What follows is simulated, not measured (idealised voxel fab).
The name of this process module is voxel capacitor over wiring.
Xsec cut, 205 nm wide, square cell size 5 nm.
If you're reading a cross-section in this doc, picture square cells in a grid; it comes to you as bands, top ones listed first down to the bottom, and a band can be one or more rows of cells. Band: top and bottom heights (nm) first, top before bottom; then materials from left to right, widths in nm. "throughout" marks a sole material filling the band edge to edge. "air" denotes empty space. Height datum 0, below which the as-received substrate wafer is one material. Lowest band open at the bottom, running downward: "z 0 and below". The width entry "30..40" should be interpreted row by row: the top row of cells in the band takes the first number, the bottom row takes the second number, and the change between adjacent rows is uniform throughout. Where a step carries "changes: none", the cross-section came out of it unchanged, cell for cell. The label "Closed empty spaces" introduces a list of the empty spaces, 8 cells or larger, that have no open way up to the top; each entry in it reads width x height at distance, where the distance is taken from the left edge and all three are stated in nm. If you see something after the settings on a step's line, that's the simulator's own remark about that step. "overlay nm", when on a step's line for a step with a mask, measures how far to the right of its planned place the mask lay; a negative measure means to the left.

# These are the steps we planned for the process
1 op RECEIVE | material Si
2 op CONFORMAL_DEP | material SiO2 | thk nm 10
3 op CONFORMAL_DEP | material SiCN | thk nm 5
4 op DIRECTIONAL_DEP | material lowk | thk nm 25
5 op MASKED_ETCH | tone open | mask id METAL_1 | width nm 25 | pitch nm 90 | etch materials lowk | depth nm 25 | overlay nm 0
6 op MASKED_ETCH | tone open | mask id METAL_1 | width nm 25 | pitch nm 90 | etch materials SiCN | depth nm 5 | overlay nm 0
7 op CONFORMAL_DEP | material TiN | thk nm 5
8 op FILL_DEP | material Cu | thk nm 5
9 op CMP | height nm 40
10 op CONFORMAL_DEP | material SiCN | thk nm 5
11 op DIRECTIONAL_DEP | material lowk | thk nm 10
12 op MASKED_ETCH | tone open | mask id PLUG_1 | width nm 15 | etch materials lowk | depth nm 10 | overlay nm 0
13 op MASKED_ETCH | tone open | mask id PLUG_1 | width nm 15 | etch materials SiCN | depth nm 5 | overlay nm 0
14 op CONFORMAL_DEP | material TiN | thk nm 5
15 op FILL_DEP | material Ru | thk nm 5
16 op CMP | height nm 55
17 op DIRECTIONAL_DEP | material TiN | thk nm 10
18 op DIRECTIONAL_DEP | material SiN | thk nm 5
19 op DIRECTIONAL_DEP | material TiN | thk nm 10
20 op PATTERN | tone cover | mask id UPPER_PLATE | material resist | width nm 70 | thk nm 15 | overlay nm 0
21 op DIRECTIONAL_ETCH | etch materials TiN | depth nm 10
22 op DIRECTIONAL_ETCH | etch materials SiN | depth nm 5
23 op STRIP | etch materials resist
24 op PATTERN | tone cover | mask id LOWER_PLATE | material resist | width nm 80 | thk nm 20 | overlay nm 0
25 op DIRECTIONAL_ETCH | etch materials TiN | depth nm 10
26 op STRIP | etch materials resist
27 op FILL_DEP | material SiO2 | thk nm 20
28 op CMP | height nm 95
29 op PATTERN | tone open | mask id PLUG_2 | material resist | width nm 15 | thk nm 20 | overlay nm 0
30 op DIRECTIONAL_ETCH | etch materials SiO2 | depth nm 15
31 op STRIP | etch materials resist
32 op CONFORMAL_DEP | material TiN | thk nm 5
33 op FILL_DEP | material Ru | thk nm 10
34 op CMP | height nm 95
35 op CONFORMAL_DEP | material SiN | thk nm 5

# The following pertains to the first of two wafers, which was processed as planned

# Cross-section of the wafer at receipt, which is the condition after step 1
    z 0 and below | Si throughout
    Closed empty spaces: none

# Cross-section of the wafer after step 2
    z 10 to 0 | SiO2 throughout
    Heights below 0 show no change.

# Cross-section of the wafer after step 3
    z 15 to 10 | SiCN throughout
    Heights below 10 show no change.

# Cross-section of the wafer after step 4
    z 40 to 15 | lowk throughout
    Heights below 15 show no change.

# Cross-section of the wafer after step 5
    z 40 to 15 | lowk (45)  air (25)  lowk (65)  air (25)  lowk (45)
    Heights below 15 show no change.

# Cross-section of the wafer after step 6
    z 40 to 15 | lowk (45)  air (25)  lowk (65)  air (25)  lowk (45)
    z 15 to 10 | SiCN (45)  air (25)  SiCN (65)  air (25)  SiCN (45)
    Heights below 10 show no change.

# Cross-section of the wafer after step 7
    z 45 to 40 | TiN (50)  air (15)  TiN (75)  air (15)  TiN (50)
    z 40 to 15 | lowk (45)  TiN (5)  air (15)  TiN (5)  lowk (65)  TiN (5)  air (15)  TiN (5)  lowk (45)
    z 15 to 10 | SiCN (45)  TiN (25)  SiCN (65)  TiN (25)  SiCN (45)
    Heights below 10 show no change.

# Cross-section of the wafer after step 8
    z 50 to 45 | Cu throughout
    z 45 to 40 | TiN (50)  Cu (15)  TiN (75)  Cu (15)  TiN (50)
    z 40 to 15 | lowk (45)  TiN (5)  Cu (15)  TiN (5)  lowk (65)  TiN (5)  Cu (15)  TiN (5)  lowk (45)
    Heights below 15 show no change.

# Cross-section of the wafer after step 9
    z 40 to 15 | lowk (45)  TiN (5)  Cu (15)  TiN (5)  lowk (65)  TiN (5)  Cu (15)  TiN (5)  lowk (45)
    Heights below 15 show no change.

# Cross-section of the wafer after step 10
    z 45 to 40 | SiCN throughout
    Heights below 40 show no change.

# Cross-section of the wafer after step 11
    z 55 to 45 | lowk throughout
    Heights below 45 show no change.

# Cross-section of the wafer after step 12
    z 55 to 45 | lowk (55)  air (15)  lowk (135)
    Heights below 45 show no change.

# Cross-section of the wafer after step 13
    z 55 to 45 | lowk (55)  air (15)  lowk (135)
    z 45 to 40 | SiCN (55)  air (15)  SiCN (135)
    Heights below 40 show no change.

# Cross-section of the wafer after step 14
    z 60 to 55 | TiN (60)  air (5)  TiN (140)
    z 55 to 45 | lowk (55)  TiN (5)  air (5)  TiN (5)  lowk (135)
    z 45 to 40 | SiCN (55)  TiN (15)  SiCN (135)
    Heights below 40 show no change.

# Cross-section of the wafer after step 15
    z 65 to 60 | Ru throughout
    z 60 to 55 | TiN (60)  Ru (5)  TiN (140)
    z 55 to 45 | lowk (55)  TiN (5)  Ru (5)  TiN (5)  lowk (135)
    Heights below 45 show no change.

# Cross-section of the wafer after step 16
    z 55 to 45 | lowk (55)  TiN (5)  Ru (5)  TiN (5)  lowk (135)
    Heights below 45 show no change.

# Cross-section of the wafer after step 17
    z 65 to 55 | TiN throughout
    Heights below 55 show no change.

# Cross-section of the wafer after step 18
    z 70 to 65 | SiN throughout
    Heights below 65 show no change.

# Cross-section of the wafer after step 19
    z 80 to 70 | TiN throughout
    Heights below 70 show no change.

# Cross-section of the wafer after step 20
    z 95 to 80 | air (55)  resist (70)  air (80)
    Heights below 80 show no change.

# Cross-section of the wafer after step 21
    z 95 to 80 | air (55)  resist (70)  air (80)
    z 80 to 70 | air (55)  TiN (70)  air (80)
    Heights below 70 show no change.

# Cross-section of the wafer after step 22
    z 95 to 80 | air (55)  resist (70)  air (80)
    z 80 to 70 | air (55)  TiN (70)  air (80)
    z 70 to 65 | air (55)  SiN (70)  air (80)
    Heights below 65 show no change.

# Cross-section of the wafer after step 23
    z 80 to 70 | air (55)  TiN (70)  air (80)
    Heights below 70 show no change.

# Cross-section of the wafer after step 24
    z 100 to 80 | air (50)  resist (80)  air (75)
    z 80 to 70 | air (50)  resist (5)  TiN (70)  resist (5)  air (75)
    z 70 to 65 | air (50)  resist (5)  SiN (70)  resist (5)  air (75)
    Heights below 65 show no change.

# Cross-section of the wafer after step 25
    z 100 to 80 | air (50)  resist (80)  air (75)
    z 80 to 70 | air (50)  resist (5)  TiN (70)  resist (5)  air (75)
    z 70 to 65 | air (50)  resist (5)  SiN (70)  resist (5)  air (75)
    z 65 to 55 | air (50)  TiN (80)  air (75)
    Heights below 55 show no change.

# Cross-section of the wafer after step 26
    z 80 to 70 | air (55)  TiN (70)  air (80)
    z 70 to 65 | air (55)  SiN (70)  air (80)
    Heights below 65 show no change.

# Cross-section of the wafer after step 27
    z 100 to 80 | SiO2 throughout
    z 80 to 70 | SiO2 (55)  TiN (70)  SiO2 (80)
    z 70 to 65 | SiO2 (55)  SiN (70)  SiO2 (80)
    z 65 to 55 | SiO2 (50)  TiN (80)  SiO2 (75)
    Heights below 55 show no change.

# Cross-section of the wafer after step 28
    z 95 to 80 | SiO2 throughout
    Heights below 80 show no change.

# Cross-section of the wafer after step 29
    z 115 to 95 | resist (65)  air (15)  resist (125)
    Heights below 95 show no change.

# Cross-section of the wafer after step 30
    z 115 to 95 | resist (65)  air (15)  resist (125)
    z 95 to 80 | SiO2 (65)  air (15)  SiO2 (125)
    Heights below 80 show no change.

# Cross-section of the wafer after step 31
    z 95 to 80 | SiO2 (65)  air (15)  SiO2 (125)
    Heights below 80 show no change.

# Cross-section of the wafer after step 32
    z 100 to 95 | TiN (70)  air (5)  TiN (130)
    z 95 to 85 | SiO2 (65)  TiN (5)  air (5)  TiN (5)  SiO2 (125)
    z 85 to 80 | SiO2 (65)  TiN (15)  SiO2 (125)
    Heights below 80 show no change.

# Cross-section of the wafer after step 33
    z 110 to 100 | Ru throughout
    z 100 to 95 | TiN (70)  Ru (5)  TiN (130)
    z 95 to 85 | SiO2 (65)  TiN (5)  Ru (5)  TiN (5)  SiO2 (125)
    Heights below 85 show no change.

# Cross-section of the wafer after step 34
    z 95 to 85 | SiO2 (65)  TiN (5)  Ru (5)  TiN (5)  SiO2 (125)
    Heights below 85 show no change.

# Cross-section of the wafer after step 35
    z 100 to 95 | SiN throughout
    Heights below 95 show no change.

# Second wafer, same starting conditions and recipe as the first, one mistake in executing it, nothing differs from the first up to and including step 24

# At the planned end of step 25, the second wafer in cross-section
    z 100 to 80 | air (50)  resist (80)  air (75)
    z 80 to 70 | air (50)  resist (5)  TiN (70)  resist (5)  air (75)
    z 70 to 65 | air (50)  resist (5)  SiN (70)  resist (5)  air (75)
    z 65 to 60 | air (50)  TiN (80)  air (75)
    Heights below 60 show no change.

# At the planned end of step 26, the second wafer in cross-section
    z 80 to 70 | air (55)  TiN (70)  air (80)
    z 70 to 65 | air (55)  SiN (70)  air (80)
    Heights below 65 show no change.

# At the planned end of step 27, the second wafer in cross-section
    z 100 to 80 | SiO2 throughout
    z 80 to 70 | SiO2 (55)  TiN (70)  SiO2 (80)
    z 70 to 65 | SiO2 (55)  SiN (70)  SiO2 (80)
    z 65 to 60 | SiO2 (50)  TiN (80)  SiO2 (75)
    Heights below 60 show no change.

# At the planned end of step 28, the second wafer in cross-section
    z 95 to 80 | SiO2 throughout
    Heights below 80 show no change.

# At the planned end of step 29, the second wafer in cross-section
    z 115 to 95 | resist (65)  air (15)  resist (125)
    Heights below 95 show no change.

# At the planned end of step 30, the second wafer in cross-section
    z 115 to 95 | resist (65)  air (15)  resist (125)
    z 95 to 80 | SiO2 (65)  air (15)  SiO2 (125)
    Heights below 80 show no change.

# At the planned end of step 31, the second wafer in cross-section
    z 95 to 80 | SiO2 (65)  air (15)  SiO2 (125)
    Heights below 80 show no change.

# At the planned end of step 32, the second wafer in cross-section
    z 100 to 95 | TiN (70)  air (5)  TiN (130)
    z 95 to 85 | SiO2 (65)  TiN (5)  air (5)  TiN (5)  SiO2 (125)
    z 85 to 80 | SiO2 (65)  TiN (15)  SiO2 (125)
    Heights below 80 show no change.

# At the planned end of step 33, the second wafer in cross-section
    z 110 to 100 | Ru throughout
    z 100 to 95 | TiN (70)  Ru (5)  TiN (130)
    z 95 to 85 | SiO2 (65)  TiN (5)  Ru (5)  TiN (5)  SiO2 (125)
    Heights below 85 show no change.

# At the planned end of step 34, the second wafer in cross-section
    z 95 to 85 | SiO2 (65)  TiN (5)  Ru (5)  TiN (5)  SiO2 (125)
    Heights below 85 show no change.

# At the planned end of step 35, the second wafer in cross-section
    z 100 to 95 | SiN throughout
    Heights below 95 show no change.
Finding, execution versus plan: step 25 ran with different settings than intended, the actual operation and settings being op DIRECTIONAL_ETCH | etch materials TiN | depth nm 5
End check, counted in cells, second wafer has more or fewer of these materials than the first: SiO2: 25 fewer, TiN: 25 more
